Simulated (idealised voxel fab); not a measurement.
The following process module bears the name voxel trench capacitor.
Shown is cross-section cut, with a width of 235 nm and square cells of size 5 nm.
Bands, listed from the top down, are how a cross-section gets written in this document; the cross-section itself is a grid of square cells, and a band is one or more rows of them. Band: top and bottom heights (nm) first, top before bottom; then materials from left to right, widths in nm. "all across" marks a sole material filling the band edge to edge. "empty" denotes empty space. Heads up on the height convention: 0 is the point under which the incoming wafer is all one material, and the lowest band has no bottom, it just keeps going down, like "0..down". Per-row width for "30..40": begins at first number (top row of band), ends at second number (bottom row), increment between rows held constant. "remained unchanged" -> step changed no cross-section cell. You'll see "Sealed void list" listing empty spaces that have no way open to the top, as long as they're 8 cells or more; the notation is width x height at distance, where the distance is from the left edge, and all of it is in nm. Formally, on a step line, whatever follows the settings is a remark that the simulator itself makes on the step. Each step line may optionally specify "overlay nm", which for a step with a mask gives the rightward distance between the mask's planned place and where it lay, a negative value indicating the leftward direction.
# Process steps (planned)
1: RECEIVE: material Si
2: CONFORMAL_DEP: material SiN, thk nm 5
3: MASKED_ETCH: tone open, mask id TRENCH, width nm 25, pitch nm 40, etch materials SiN, depth nm 5, overlay nm 0
4: MASKED_ETCH: tone open, mask id TRENCH, width nm 25, pitch nm 40, etch materials Si, depth nm 35, overlay nm 0
5: CONFORMAL_DEP: material HfO2, thk nm 5
6: CONFORMAL_DEP: material TiN, thk nm 5
7: FILL_DEP: material W, thk nm 10
8: CMP: height nm 5
# Cross-section: wafer on arrival = after step 1
	0..down = Si all across
	Sealed void list: none
# Post-module cross-section of the first of two wafers (run per plan)
	5..0 = SiN (65); HfO2 (5); TiN (5); W (5); TiN (5); HfO2 (5); SiN (15); HfO2 (5); TiN (5); W (5); TiN (5); HfO2 (5); SiN (15); HfO2 (5); TiN (5); W (5); TiN (5); HfO2 (5); SiN (65)
	0..-25 = Si (65); HfO2 (5); TiN (5); W (5); TiN (5); HfO2 (5); Si (15); HfO2 (5); TiN (5); W (5); TiN (5); HfO2 (5); Si (15); HfO2 (5); TiN (5); W (5); TiN (5); HfO2 (5); Si (65)
	-25..-30 = Si (65); HfO2 (5); TiN (15); HfO2 (5); Si (15); HfO2 (5); TiN (15); HfO2 (5); Si (15); HfO2 (5); TiN (15); HfO2 (5); Si (65)
	-30..-35 = Si (65); HfO2 (25); Si (15); HfO2 (25); Si (15); HfO2 (25); Si (65)
	-35..down = Si all across
	Sealed void list: none
# Cross-section at end of module for the second wafer of two, which matched the first in starting point and plan and differed by one mistake in its processing
	-5..-25 = Si (65); HfO2 (5); TiN (5); W (5); TiN (5); HfO2 (5); Si (15); HfO2 (5); TiN (5); W (5); TiN (5); HfO2 (5); Si (15); HfO2 (5); TiN (5); W (5); TiN (5); HfO2 (5); Si (65)
	-25..-30 = Si (65); HfO2 (5); TiN (15); HfO2 (5); Si (15); HfO2 (5); TiN (15); HfO2 (5); Si (15); HfO2 (5); TiN (15); HfO2 (5); Si (65)
	-30..-35 = Si (65); HfO2 (25); Si (15); HfO2 (25); Si (15); HfO2 (25); Si (65)
	-35..down = Si all across
	Sealed void list: none
It is concluded that the wafer was processed incorrectly with respect to the plan, in that step 8 ran differently from the plan; actual operation with settings: CMP: height nm -5
The second wafer ends with more or fewer cells of some materials than the first, per final count: 12 fewer of HfO2, 32 fewer of Si, 32 fewer of SiN, 12 fewer of TiN, 6 fewer of W
